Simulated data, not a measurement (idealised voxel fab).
process module | voxel local oxidation
cross-section cut | 160 nm wide | cells 5 nm
A cross-section is a grid of square cells, given in bands from the top down. A band is one or more rows of cells.
Each band's line starts with the height of the band's top and of its bottom, in nm. Then come its materials from left to right, each with its width in nm. One material with "throughout" fills the band from edge to edge. "air" is empty space.
Height 0 is the level under which the wafer as received is all one material. The lowest band goes on downwards, as in "0 down".
A width such as "30 to 40" changes by the same amount from each row of cells to the next, from the band's top row to its bottom row.
"no change" after a step means that no cell of the cross-section changed.
closed voids: empty space of 8 cells or more with no open way to the top, each as width x height at its distance from the left edge, in nm
after a step's settings: what the simulator itself notes on the step
overlay nm, on a step with a mask: how far to the right of its planned place the mask lay; to the left if negative
plan
1 op RECEIVE | material Si
2 op OXIDIZE | depth nm 5
3 op CONFORMAL_DEP | material SiN | thk nm 10
4 op DIRECTIONAL_DEP | material aC | thk nm 10
5 op PATTERN | tone cover | mask id ACTIVE | material resist | width nm 95 | thk nm 30 | overlay nm 0
6 op DIRECTIONAL_ETCH | etch materials aC | depth nm 10
7 op STRIP | etch materials resist
8 op DIRECTIONAL_ETCH | etch materials SiN | depth nm 10
9 op STRIP | etch materials aC
10 op SELECTIVE_ETCH | etch materials SiO2 | depth nm 5
11 op OXIDIZE | depth nm 15
12 op STRIP | etch materials SiN
as received, after step 1
  0 down: Si throughout
  closed voids: none
a wafer at the end: this start, this plan, one mistake
  5 to -5: SiO2 throughout
  -5 down: Si throughout
  closed voids: none
what went wrong: step 3 ran as: op CONFORMAL_DEP | material SiO2 | thk nm 10
